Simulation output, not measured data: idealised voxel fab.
Process module heading - voxel gate over fins
Each square cell in cross-section cut measures 5 nm, and the section as a whole is 295 nm wide.
How to read a cross-section here: the picture is a grid of square cells, written as bands going from the top down, and any band can span one or more rows of cells.
Top height, bottom height, nm. Materials left to right, width each, nm. Single material + "everywhere" = fills band edge to edge. "blank" = empty.
Basically, 0 is our baseline, since under it the wafer straight out of the box is all one material. The bottom band has no lower end and keeps on going down, so it looks like "0 and below".
The width entry "30->40" should be interpreted row by row: the top row of cells in the band takes the first number, the bottom row takes the second number, and the change between adjacent rows is uniform throughout.
Step marked "remained the same"? Then no cell in the cross-section changed in it.
"Tabulated closed voids" specifies each empty space that is not open to the top and that occupies no fewer than 8 cells, using the form width x height at distance, the distance measured from the left edge and all three quantities in nm.
Where a step's line continues beyond its settings, the continuation is a remark by the simulator itself on that step.
If you see "overlay nm" on a step's line and that step has a mask, it's telling you how far right of where it was planned the mask ended up; a negative number means it went left instead.
# Process steps - plan
1: RECEIVE with material Si
2: CONFORMAL_DEP with material SiN, thk nm 10
3: PATTERN with tone cover, mask id FINS, material resist, width nm 15, pitch nm 45, thk nm 15, overlay nm 0
4: DIRECTIONAL_ETCH with etch materials SiN, depth nm 10
5: DIRECTIONAL_ETCH with etch materials Si, depth nm 40
6: STRIP with etch materials resist
7: OXIDIZE with depth nm 5
8: FILL_DEP with material SiO2, thk nm 15
9: CMP with height nm 10
10: SELECTIVE_ETCH with etch materials SiO2, depth nm 25
11: STRIP with etch materials SiN
12: CONFORMAL_DEP with material HfO2, thk nm 5
13: CONFORMAL_DEP with material TiN, thk nm 5
14: CONFORMAL_DEP with material TiAl, thk nm 5
15: CONFORMAL_DEP with material TiN, thk nm 5
16: FILL_DEP with material W, thk nm 15
17: CMP with height nm 30
18: CONFORMAL_DEP with material SiCN, thk nm 5
# Wafer cross-section on receipt, i.e. after step 1
0 and below = Si everywhere
Tabulated closed voids: none
# First wafer of two, sectioned at end of module; run went per plan
35 down to 30 = SiCN everywhere
30 down to 20 = W everywhere
20 down to 15 = W 55, then TiN 180, then W 60
15 down to 10 = W 55, then TiN 5, then TiAl 35, then TiN 10, then TiAl 35, then TiN 10, then TiAl 35, then TiN 10, then TiAl 35, then TiN 5, then W 60
10 down to 5 = W 55, then TiN 5, then TiAl 5, then TiN 25, then TiAl 5, then TiN 10, then TiAl 5, then TiN 25, then TiAl 5, then TiN 10, then TiAl 5, then TiN 25, then TiAl 5, then TiN 10, then TiAl 5, then TiN 25, then TiAl 5, then TiN 5, then W 60
5 down to 0 = TiN 60, then TiAl 5, then TiN 5, then HfO2 15, then TiN 5, then TiAl 5, then TiN 10, then TiAl 5, then TiN 5, then HfO2 15, then TiN 5, then TiAl 5, then TiN 10, then TiAl 5, then TiN 5, then HfO2 15, then TiN 5, then TiAl 5, then TiN 10, then TiAl 5, then TiN 5, then HfO2 15, then TiN 5, then TiAl 5, then TiN 65
0 down to -5 = TiAl 65, then TiN 5, then HfO2 5, then Si 5, then HfO2 5, then TiN 5, then TiAl 20, then TiN 5, then HfO2 5, then Si 5, then HfO2 5, then TiN 5, then TiAl 20, then TiN 5, then HfO2 5, then Si 5, then HfO2 5, then TiN 5, then TiAl 20, then TiN 5, then HfO2 5, then Si 5, then HfO2 5, then TiN 5, then TiAl 70
-5 down to -10 = TiN 70, then HfO2 5, then Si 5, then HfO2 5, then TiN 30, then HfO2 5, then Si 5, then HfO2 5, then TiN 30, then HfO2 5, then Si 5, then HfO2 5, then TiN 30, then HfO2 5, then Si 5, then HfO2 5, then TiN 75
-10 down to -15 = HfO2 75, then Si 5, then HfO2 40, then Si 5, then HfO2 40, then Si 5, then HfO2 40, then Si 5, then HfO2 80
-15 down to -45 = SiO2 75, then Si 5, then SiO2 40, then Si 5, then SiO2 40, then Si 5, then SiO2 40, then Si 5, then SiO2 80
-45 and below = Si everywhere
Tabulated closed voids: none
# Now the second wafer, cross-sectioned at the end of the module. Nothing different at the start, nothing different in the plan compared with the first, just one mistake when it was actually run
35 down to 30 = SiCN everywhere
30 down to 20 = W everywhere
20 down to 15 = W 55, then TiN 185, then W 55
15 down to 10 = W 55, then TiN 5, then TiAl 40, then TiN 5, then TiAl 40, then TiN 5, then TiAl 40, then TiN 5, then TiAl 40, then TiN 5, then W 55
10 down to 5 = W 55, then TiN 5, then TiAl 5, then TiN 30, then TiAl 5, then TiN 5, then TiAl 5, then TiN 30, then TiAl 5, then TiN 5, then TiAl 5, then TiN 30, then TiAl 5, then TiN 5, then TiAl 5, then TiN 30, then TiAl 5, then TiN 5, then W 55
5 down to 0 = TiN 60, then TiAl 5, then TiN 5, then HfO2 20, then TiN 5, then TiAl 5, then TiN 5, then TiAl 5, then TiN 5, then HfO2 20, then TiN 5, then TiAl 5, then TiN 5, then TiAl 5, then TiN 5, then HfO2 20, then TiN 5, then TiAl 5, then TiN 5, then TiAl 5, then TiN 5, then HfO2 20, then TiN 5, then TiAl 5, then TiN 60
0 down to -5 = TiAl 65, then TiN 5, then HfO2 5, then Si 10, then HfO2 5, then TiN 5, then TiAl 15, then TiN 5, then HfO2 5, then Si 10, then HfO2 5, then TiN 5, then TiAl 15, then TiN 5, then HfO2 5, then Si 10, then HfO2 5, then TiN 5, then TiAl 15, then TiN 5, then HfO2 5, then Si 10, then HfO2 5, then TiN 5, then TiAl 65
-5 down to -10 = TiN 70, then HfO2 5, then Si 10, then HfO2 5, then TiN 25, then HfO2 5, then Si 10, then HfO2 5, then TiN 25, then HfO2 5, then Si 10, then HfO2 5, then TiN 25, then HfO2 5, then Si 10, then HfO2 5, then TiN 70
-10 down to -15 = HfO2 75, then Si 10, then HfO2 35, then Si 10, then HfO2 35, then Si 10, then HfO2 35, then Si 10, then HfO2 75
-15 down to -45 = SiO2 75, then Si 10, then SiO2 35, then Si 10, then SiO2 35, then Si 10, then SiO2 35, then Si 10, then SiO2 75
-45 and below = Si everywhere
Tabulated closed voids: none
What was the processing mistake? step 3 was run on a setting that differed from the plan, and what really ran there is PATTERN with tone cover, mask id FINS, material resist, width nm 20, pitch nm 45, thk nm 15, overlay nm 0
At the finish, the second wafer shows more or fewer cells for some materials than the first does: +36 Si | -24 SiO2 | -9 TiN | -3 W
